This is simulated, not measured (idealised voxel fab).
Process module heading - voxel spacer lines
It is cross-section cut that appears here, measuring 195 nm in width, its square cells being 5 nm in size.
For the purposes of this document, a cross-section shall be understood as a grid of square cells, specified as bands listed in top-to-bottom order, each band consisting of one or more rows of cells. What a band's entry tells you: where the top is and where the bottom is, as heights in nm, and after that what lies inside, material by material from left to right, each with its width in nm. Empty space is written as the word "empty", and a single material marked with the word "everywhere" occupies the band from edge to edge. Counting heights begins at 0, where everything beneath is, in the wafer as received, one material. The lowest band has no bottom; it goes on downwards, as "0 -> down" shows. The expression "30 to 40" gives the width at the extremes of the band, the first number at its top row of cells and the second at its bottom row, with the width changing by equal amounts from each row to the next in between. "nothing got changed" for a step: no cell of the cross-section changed in that step. Basically, "Voids, sealed" tells you about the enclosed voids: empty spaces with no open way to the top, 8 cells or bigger, each written width x height at distance, where distance is from the left edge, all in nm. Post-settings text on a step line: simulator's own remark regarding the step. overlay nm: mask offset rightward from planned place, masked step; negative means leftward offset.
## Process steps - plan
- 1: RECEIVE with material Si
- 2: CONFORMAL_DEP with material Al2O3, thk nm 5
- 3: DIRECTIONAL_DEP with material TiN, thk nm 15
- 4: DIRECTIONAL_DEP with material polySi, thk nm 30
- 5: PATTERN with tone cover, mask id MANDREL, material resist, width nm 20, pitch nm 70, thk nm 35, overlay nm 0
- 6: DIRECTIONAL_ETCH with etch materials polySi, depth nm 30
- 7: STRIP with etch materials resist
- 8: CONFORMAL_DEP with material SiO2, thk nm 15
- 9: DIRECTIONAL_ETCH with etch materials SiO2, depth nm 15
- 10: STRIP with etch materials polySi
- 11: DIRECTIONAL_ETCH with etch materials TiN, depth nm 15
- 12: STRIP with etch materials SiO2
## Wafer cross-section on receipt, i.e. after step 1
* 0 -> down = Si everywhere
* Voids, sealed: none
## End state of the module in cross-section, given the above starting point and plan and one mistake in execution
* 20 -> 5 = 5 of empty, then 15 of TiN, then 15 of empty, then 15 of TiN, then 25 of empty, then 15 of TiN, then 15 of empty, then 15 of TiN, then 25 of empty, then 15 of TiN, then 15 of empty, then 15 of TiN, then 5 of empty
* 5 -> 0 = Al2O3 everywhere
* 0 -> down = Si everywhere
* Voids, sealed: none
Processing error: step 5: run off-plan, actual operation and settings PATTERN with tone cover, mask id MANDREL, material resist, width nm 15, pitch nm 70, thk nm 35, overlay nm 0
